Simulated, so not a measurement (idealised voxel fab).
The process module that follows is named voxel fin reveal.
Cross-section cut spans 180 nm and uses square cells 5 nm in size.
In this document a cross-section is written as a grid of square cells. It is given as a series of bands, listed from the top down, and a band is one or more rows of cells.
What a band's entry tells you: where the top is and where the bottom is, as heights in nm, and after that what lies inside, material by material from left to right, each with its width in nm. Empty space is written as the word "air", and a single material marked with the word "all across" occupies the band from edge to edge.
A quick word on heights: they are counted from 0, and under that level the wafer as it came to us is one material throughout. The lowest band is different from the rest in having no bottom; it simply continues downward, written as in "0 and below".
When a width is written as two numbers, as in "30->40", the first number is the width in the top row of cells of the band and the second is the width in its bottom row, and the width changes by the same amount from each row to the next.
"changes: none", as given for a step, is the statement that not any cell of the cross-section underwent a change during that step.
Empty spaces without an open route to the top, at least 8 cells in extent, make up the entry "Closed internal cavities"; each is given as width x height at distance, where the distance is measured from the left edge, and all are in nm.
Heads up: the bit after the settings on a step's line is the simulator's remark on that step.
What "overlay nm" on a step's line means: if the step has a mask, that mask lay this far to the right of its planned place, or, when the value is negative, to the left.
# Process steps foreseen in the plan
1. op RECEIVE | material Si
2. op CONFORMAL_DEP | material SiN | thk nm 10
3. op MASKED_ETCH | tone cover | mask id FINS | width nm 15 | pitch nm 35 | etch materials SiN | depth nm 10 | overlay nm 0
4. op MASKED_ETCH | tone cover | mask id FINS | width nm 15 | pitch nm 35 | etch materials Si | depth nm 40 | overlay nm 0
5. op OXIDIZE | depth nm 5
6. op FILL_DEP | material SiO2 | thk nm 15
7. op CMP | height nm 10
8. op SELECTIVE_ETCH | etch materials SiO2 | depth nm 35
9. op STRIP | etch materials SiN
# The first wafer of two, processed as planned
# This is the cross-section of the wafer as we received it, i.e. after step 1
- 0 and below = Si all across
- Closed internal cavities: none
# Cross-section of the wafer subsequent to step 2
- 10 down to 0 = SiN all across
- Heights below 0 show no change.
# Cross-section of the wafer subsequent to step 3
- 10 down to 0 = air: 65  SiN: 15  air: 20  SiN: 15  air: 65
- Heights below 0 show no change.
# Cross-section of the wafer subsequent to step 4
- 10 down to 0 = air: 65  SiN: 15  air: 20  SiN: 15  air: 65
- 0 down to -40 = air: 65  Si: 15  air: 20  Si: 15  air: 65
- Heights below -40 show no change.
# Cross-section of the wafer subsequent to step 5
- 10 down to 0 = air: 65  SiN: 15  air: 20  SiN: 15  air: 65
- 0 down to -40 = air: 65  SiO2: 5  Si: 5  SiO2: 5  air: 20  SiO2: 5  Si: 5  SiO2: 5  air: 65
- -40 down to -45 = SiO2: 70  Si: 5  SiO2: 30  Si: 5  SiO2: 70
- Heights below -45 show no change.
# Cross-section of the wafer subsequent to step 6
- 25 down to 10 = SiO2 all across
- 10 down to 0 = SiO2: 65  SiN: 15  SiO2: 20  SiN: 15  SiO2: 65
- 0 down to -45 = SiO2: 70  Si: 5  SiO2: 30  Si: 5  SiO2: 70
- Heights below -45 show no change.
# Cross-section of the wafer subsequent to step 7
- 10 down to 0 = SiO2: 65  SiN: 15  SiO2: 20  SiN: 15  SiO2: 65
- Heights below 0 show no change.
# Cross-section of the wafer subsequent to step 8
- 10 down to 0 = air: 65  SiN: 15  air: 20  SiN: 15  air: 65
- 0 down to -25 = air: 70  Si: 5  air: 30  Si: 5  air: 70
- Heights below -25 show no change.
# Cross-section of the wafer subsequent to step 9
- 0 down to -25 = air: 70  Si: 5  air: 30  Si: 5  air: 70
- Heights below -25 show no change.
# Second wafer, same starting state and plan as the first, one mistake in the run, identical through step 7
# Cross-section: second wafer, time at which step 8 was scheduled to end
- 10 down to 0 = SiO2: 65  air: 15  SiO2: 20  air: 15  SiO2: 65
- Heights below 0 show no change.
# Cross-section: second wafer, time at which step 9 was scheduled to end
- 0 down to -25 = air: 70  Si: 5  air: 30  Si: 5  air: 70
- -25 down to -35 = SiO2: 30  air: 40  Si: 5  air: 30  Si: 5  air: 40  SiO2: 30
- Heights below -35 show no change.
In executing the process, a mistake was made relative to the plan: so 8 and 9 got swapped relative to the plan, each ran where the other was supposed to
Final wafer comparison in cells, second versus first, more or fewer per material: SiO2: 44 fewer
